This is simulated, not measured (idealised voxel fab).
Process module in this document: voxel self aligned vias
In the cross-section labelled cut, the width is 265 nm and each square cell is 5 nm.
A cross-section is written here as square cells arranged in a grid, and it is given in bands from the top down, each band taking up one or more rows of cells. Band: top height; bottom height; in nm. Then, left to right: material with width in nm, for each material. "all across": a single material spanning edge to edge. "empty": empty space. We count height from 0. Below that, the starting wafer is all one material. The lowest band never ends at the bottom but goes on down; see "0 -> down" for how that is written. Width spec "30..40" -> top row of cells at first value, bottom row at second value, equal per-row change in between. For the purposes of this document, the phrase "nothing different" attached to a step denotes that no cell within the cross-section was modified by that step. Each empty space that has no open way to the top and spans at least 8 cells appears under "Closed void register" as width x height at distance, the distance counted from the left edge, all in nm. The remark found on a step's line after its settings is issued by the simulator itself and pertains to that step. overlay nm: on a step with a mask, how far right of its planned place the mask lay; negative means left.

### Process steps (planned)
1. RECEIVE, material Si
2. CONFORMAL_DEP, material SiO2, thk nm 15
3. CONFORMAL_DEP, material SiCN, thk nm 5
4. DIRECTIONAL_DEP, material lowk, thk nm 25
5. DIRECTIONAL_DEP, material aC, thk nm 15
6. PATTERN, tone open, mask id LINES, material resist, width nm 20, pitch nm 60, thk nm 35, overlay nm 0
7. DIRECTIONAL_ETCH, etch materials aC, depth nm 15
8. STRIP, etch materials resist
9. DIRECTIONAL_ETCH, etch materials lowk, depth nm 25
10. STRIP, etch materials aC
11. CONFORMAL_DEP, material TiN, thk nm 5
12. FILL_DEP, material W, thk nm 5
13. CMP, height nm 45
14. SELECTIVE_ETCH, etch materials W Ru TiN, depth nm 10
15. FILL_DEP, material SiN, thk nm 10
16. CMP, height nm 45
17. DIRECTIONAL_DEP, material lowk, thk nm 15
18. DIRECTIONAL_DEP, material aC, thk nm 15
19. PATTERN, tone open, mask id VIAS, material resist, width nm 30, pitch nm 60, thk nm 35, overlay nm 0
20. DIRECTIONAL_ETCH, etch materials aC, depth nm 15
21. STRIP, etch materials resist
22. DIRECTIONAL_ETCH, etch materials lowk, depth nm 15
23. DIRECTIONAL_ETCH, etch materials SiN, depth nm 10
24. STRIP, etch materials aC
25. CONFORMAL_DEP, material TiN, thk nm 5
26. FILL_DEP, material W, thk nm 10
27. CMP, height nm 60
28. CONFORMAL_DEP, material SiN, thk nm 5

### Incoming wafer, cross-sectional view, post step 1
0 -> down  Si all across
Closed void register: none

### End-of-module XS, first of two wafers, run as planned
65 -> 60  SiN all across
60 -> 50  55 of lowk, 5 of TiN, 20 of W, 5 of TiN, 30 of lowk, 5 of TiN, 20 of W, 5 of TiN, 30 of lowk, 5 of TiN, 20 of W, 5 of TiN, 60 of lowk
50 -> 40  55..60 of lowk, 10..5 of TiN, 10 of W, 10..5 of TiN, 30..40 of lowk, 10..5 of TiN, 10 of W, 10..5 of TiN, 30..40 of lowk, 10..5 of TiN, 10 of W, 10..5 of TiN, 60..65 of lowk
40 -> 35  60 of lowk, 20 of TiN, 40 of lowk, 20 of TiN, 40 of lowk, 20 of TiN, 65 of lowk
35 -> 25  60 of lowk, 5 of TiN, 10 of W, 5 of TiN, 40 of lowk, 5 of TiN, 10 of W, 5 of TiN, 40 of lowk, 5 of TiN, 10 of W, 5 of TiN, 65 of lowk
25 -> 20  60 of lowk, 20 of TiN, 40 of lowk, 20 of TiN, 40 of lowk, 20 of TiN, 65 of lowk
20 -> 15  SiCN all across
15 -> 0  SiO2 all across
0 -> down  Si all across
Closed void register: none

### End of module, second wafer, cross-section. Started like the first, planned like the first, run with one mistake
65 -> 60  SiN all across
60 -> 50  55 of lowk, 5 of TiN, 20 of W, 5 of TiN, 30 of lowk, 5 of TiN, 20 of W, 5 of TiN, 30 of lowk, 5 of TiN, 20 of W, 5 of TiN, 60 of lowk
50 -> 40  55..60 of lowk, 10..5 of TiN, 15 of W, 5 of TiN, 30..35 of lowk, 10..5 of TiN, 15 of W, 5 of TiN, 30..35 of lowk, 10..5 of TiN, 15 of W, 5 of TiN, 60 of lowk
40 -> 35  60 of lowk, 25 of TiN, 35 of lowk, 25 of TiN, 35 of lowk, 25 of TiN, 60 of lowk
35 -> 25  60 of lowk, 5 of TiN, 15 of W, 5 of TiN, 35 of lowk, 5 of TiN, 15 of W, 5 of TiN, 35 of lowk, 5 of TiN, 15 of W, 5 of TiN, 60 of lowk
25 -> 20  60 of lowk, 25 of TiN, 35 of lowk, 25 of TiN, 35 of lowk, 25 of TiN, 60 of lowk
20 -> 15  SiCN all across
15 -> 0  SiO2 all across
0 -> down  Si all across
Closed void register: none
What broke from the plan during processing? the process deviated at step 6: the operation and settings actually run there were PATTERN, tone open, mask id LINES, material resist, width nm 25, pitch nm 60, thk nm 35, overlay nm 0
Counted in cells at the end, the second wafer holds more or fewer of these materials than the first: +3 TiN, +12 W, -15 lowk
